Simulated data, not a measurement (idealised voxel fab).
The following is a process module called voxel fin reveal.
The figure presents cross-section cut, which has a width of 165 nm and is divided into square cells with an edge length of 5 nm.
For the purposes of this document, a cross-section shall be understood as a grid of square cells, specified as bands listed in top-to-bottom order, each band consisting of one or more rows of cells. The band entry comprises the height of the band's top followed by the height of its bottom, expressed in nm, and subsequently the band's materials from left to right, each stated together with its width in nm. Where a single material is marked with the word "all across", that material fills the band from edge to edge. The word "empty" represents empty space. The reference from which all heights are counted is 0, the level beneath which the as-received wafer is entirely one material; the lowest band, having no lower bound, proceeds downward and is written after the example "from 0 down". The two numbers in a width such as "30 to 40" mark its ends across the band: the first belongs to the top row of cells, the second to the bottom row, and from each row to the next the width moves by the same amount. You'll sometimes find "left unchanged" written for a step, and that's the way of saying that nowhere in the cross-section did a cell change during that step. "Sealed void listing" lists enclosed empty spaces (at least 8 cells, no open path upward to the top), each as width x height at distance from the left edge, in nm. It should be noted that, on the line of a given step, the content following the step's settings is a remark produced by the simulator itself with respect to that step. overlay nm: for a step with a mask, the amount by which the mask lay right of where it was planned; a negative amount means left of it.
-- Planned step list for the process
1) RECEIVE: material Si
2) CONFORMAL_DEP: material SiN, thk nm 10
3) PATTERN: tone cover, mask id FINS, material resist, width nm 15, pitch nm 35, thk nm 20, overlay nm 0
4) DIRECTIONAL_ETCH: etch materials SiN, depth nm 10
5) DIRECTIONAL_ETCH: etch materials Si, depth nm 30
6) STRIP: etch materials resist
7) FILL_DEP: material SiO2, thk nm 10
8) CMP: height nm 10
9) SELECTIVE_ETCH: etch materials SiO2, depth nm 25
10) STRIP: etch materials SiN
-- Wafer as received: cross-section following step 1
    from 0 down  Si all across
    Sealed void listing: none
-- Looking at the first of two wafers in cross-section at end of module - ran to plan
    from 0 to -15  55 of empty, 15 of Si, 20 of empty, 15 of Si, 60 of empty
    from -15 to -30  55 of SiO2, 15 of Si, 20 of SiO2, 15 of Si, 60 of SiO2
    from -30 down  Si all across
    Sealed void listing: none
-- End of module, second wafer, cross-section. Started like the first, planned like the first, run with one mistake
    from 0 to -15  55 of Si, 15 of empty, 20 of Si, 15 of empty, 60 of Si
    from -15 to -30  55 of Si, 15 of SiO2, 20 of Si, 15 of SiO2, 60 of Si
    from -30 down  Si all across
    Sealed void listing: none
Misprocessing identified: planned and actual differ for step 3; actual: PATTERN: tone open, mask id FINS, material resist, width nm 15, pitch nm 35, thk nm 20, overlay nm 0
Final tally in cells, some materials are higher or lower on the second wafer than on the first: Si +126 | SiO2 -63
